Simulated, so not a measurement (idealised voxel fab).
process module | voxel spacer lines
cross-section cut | 240 nm wide | cells 5 nm
A cross-section is a grid of square cells, given in bands from the top down. A band is one or more rows of cells.
Each band's line starts with the height of the band's top and of its bottom, in nm. Then come its materials from left to right, each with its width in nm. One material with "throughout" fills the band from edge to edge. "air" is empty space.
Height 0 is the level under which the wafer as received is all one material. The lowest band goes on downwards, as in "0 down".
A width such as "30 to 40" changes by the same amount from each row of cells to the next, from the band's top row to its bottom row.
"no change" after a step means that no cell of the cross-section changed.
closed voids: empty space of 8 cells or more with no open way to the top, each as width x height at its distance from the left edge, in nm
after a step's settings: what the simulator itself notes on the step
overlay nm, on a step with a mask: how far to the right of its planned place the mask lay; to the left if negative
plan
1 op RECEIVE | material Si
2 op CONFORMAL_DEP | material Al2O3 | thk nm 5
3 op DIRECTIONAL_DEP | material polySi | thk nm 20
4 op DIRECTIONAL_DEP | material aC | thk nm 25
5 op PATTERN | tone cover | mask id MANDREL | material resist | width nm 15 | pitch nm 50 | thk nm 30 | overlay nm 0
6 op DIRECTIONAL_ETCH | etch materials aC | depth nm 25
7 op STRIP | etch materials resist
8 op CONFORMAL_DEP | material SiO2 | thk nm 10
9 op DIRECTIONAL_ETCH | etch materials SiO2 | depth nm 10
10 op STRIP | etch materials aC
11 op DIRECTIONAL_ETCH | etch materials polySi | depth nm 20
12 op STRIP | etch materials SiO2
13 op FILL_DEP | material SiO2 | thk nm 10
14 op CMP | height nm 25
first wafer, as planned
as received, after step 1
  0 down: Si throughout
  closed voids: none
after step 2
  5 to 0: Al2O3 throughout
  below 0: unchanged
after step 3
  25 to 5: polySi throughout
  below 5: unchanged
after step 4
  50 to 25: aC throughout
  below 25: unchanged
after step 5
  80 to 50: air 60 | resist 15 | air 35 | resist 15 | air 35 | resist 15 | air 65
  below 50: unchanged
after step 6
  55 to 50: air 60 | resist 15 | air 35 | resist 15 | air 35 | resist 15 | air 65
  50 to 25: air 60 | aC 15 | air 35 | aC 15 | air 35 | aC 15 | air 65
  below 25: unchanged
after step 7
  50 to 25: air 60 | aC 15 | air 35 | aC 15 | air 35 | aC 15 | air 65
  below 25: unchanged
after step 8
  60 to 50: air 50 | SiO2 35 | air 15 | SiO2 35 | air 15 | SiO2 35 | air 55
  50 to 35: air 50 | SiO2 10 | aC 15 | SiO2 10 | air 15 | SiO2 10 | aC 15 | SiO2 10 | air 15 | SiO2 10 | aC 15 | SiO2 10 | air 55
  35 to 25: SiO2 60 | aC 15 | SiO2 35 | aC 15 | SiO2 35 | aC 15 | SiO2 65
  below 25: unchanged
after step 9
  50 to 25: air 50 | SiO2 10 | aC 15 | SiO2 10 | air 15 | SiO2 10 | aC 15 | SiO2 10 | air 15 | SiO2 10 | aC 15 | SiO2 10 | air 55
  below 25: unchanged
after step 10
  50 to 25: air 50 | SiO2 10 | air 15 | SiO2 10 | air 15 | SiO2 10 | air 15 | SiO2 10 | air 15 | SiO2 10 | air 15 | SiO2 10 | air 55
  below 25: unchanged
after step 11
  50 to 25: air 50 | SiO2 10 | air 15 | SiO2 10 | air 15 | SiO2 10 | air 15 | SiO2 10 | air 15 | SiO2 10 | air 15 | SiO2 10 | air 55
  25 to 5: air 50 | polySi 10 | air 15 | polySi 10 | air 15 | polySi 10 | air 15 | polySi 10 | air 15 | polySi 10 | air 15 | polySi 10 | air 55
  below 5: unchanged
after step 12
  25 to 5: air 50 | polySi 10 | air 15 | polySi 10 | air 15 | polySi 10 | air 15 | polySi 10 | air 15 | polySi 10 | air 15 | polySi 10 | air 55
  below 5: unchanged
after step 13
  35 to 25: SiO2 throughout
  25 to 5: SiO2 50 | polySi 10 | SiO2 15 | polySi 10 | SiO2 15 | polySi 10 | SiO2 15 | polySi 10 | SiO2 15 | polySi 10 | SiO2 15 | polySi 10 | SiO2 55
  below 5: unchanged
after step 14
  25 to 5: SiO2 50 | polySi 10 | SiO2 15 | polySi 10 | SiO2 15 | polySi 10 | SiO2 15 | polySi 10 | SiO2 15 | polySi 10 | SiO2 15 | polySi 10 | SiO2 55
  below 5: unchanged
second wafer: like start, like plan, one mistake. Through step 1 it matches the first wafer
when step 2 should have ended
  5 to 0: aC throughout
  below 0: unchanged
when step 3 should have ended
  25 to 5: polySi throughout
  below 5: unchanged
when step 4 should have ended
  50 to 25: aC throughout
  below 25: unchanged
when step 5 should have ended
  80 to 50: air 60 | resist 15 | air 35 | resist 15 | air 35 | resist 15 | air 65
  below 50: unchanged
when step 6 should have ended
  55 to 50: air 60 | resist 15 | air 35 | resist 15 | air 35 | resist 15 | air 65
  50 to 25: air 60 | aC 15 | air 35 | aC 15 | air 35 | aC 15 | air 65
  below 25: unchanged
when step 7 should have ended
  50 to 25: air 60 | aC 15 | air 35 | aC 15 | air 35 | aC 15 | air 65
  below 25: unchanged
when step 8 should have ended
  60 to 50: air 50 | SiO2 35 | air 15 | SiO2 35 | air 15 | SiO2 35 | air 55
  50 to 35: air 50 | SiO2 10 | aC 15 | SiO2 10 | air 15 | SiO2 10 | aC 15 | SiO2 10 | air 15 | SiO2 10 | aC 15 | SiO2 10 | air 55
  35 to 25: SiO2 60 | aC 15 | SiO2 35 | aC 15 | SiO2 35 | aC 15 | SiO2 65
  below 25: unchanged
when step 9 should have ended
  50 to 25: air 50 | SiO2 10 | aC 15 | SiO2 10 | air 15 | SiO2 10 | aC 15 | SiO2 10 | air 15 | SiO2 10 | aC 15 | SiO2 10 | air 55
  below 25: unchanged
when step 10 should have ended
  50 to 25: air 50 | SiO2 10 | air 15 | SiO2 10 | air 15 | SiO2 10 | air 15 | SiO2 10 | air 15 | SiO2 10 | air 15 | SiO2 10 | air 55
  below 25: unchanged
when step 11 should have ended
  50 to 25: air 50 | SiO2 10 | air 15 | SiO2 10 | air 15 | SiO2 10 | air 15 | SiO2 10 | air 15 | SiO2 10 | air 15 | SiO2 10 | air 55
  25 to 5: air 50 | polySi 10 | air 15 | polySi 10 | air 15 | polySi 10 | air 15 | polySi 10 | air 15 | polySi 10 | air 15 | polySi 10 | air 55
  below 5: unchanged
when step 12 should have ended
  25 to 5: air 50 | polySi 10 | air 15 | polySi 10 | air 15 | polySi 10 | air 15 | polySi 10 | air 15 | polySi 10 | air 15 | polySi 10 | air 55
  below 5: unchanged
when step 13 should have ended
  35 to 25: SiO2 throughout
  25 to 5: SiO2 50 | polySi 10 | SiO2 15 | polySi 10 | SiO2 15 | polySi 10 | SiO2 15 | polySi 10 | SiO2 15 | polySi 10 | SiO2 15 | polySi 10 | SiO2 55
  below 5: unchanged
when step 14 should have ended
  25 to 5: SiO2 50 | polySi 10 | SiO2 15 | polySi 10 | SiO2 15 | polySi 10 | SiO2 15 | polySi 10 | SiO2 15 | polySi 10 | SiO2 15 | polySi 10 | SiO2 55
  below 5: unchanged
what went wrong: step 2 ran as: op CONFORMAL_DEP | material aC | thk nm 5
at the end the second wafer has, in cells: 48 fewer of Al2O3 | 48 more of aC
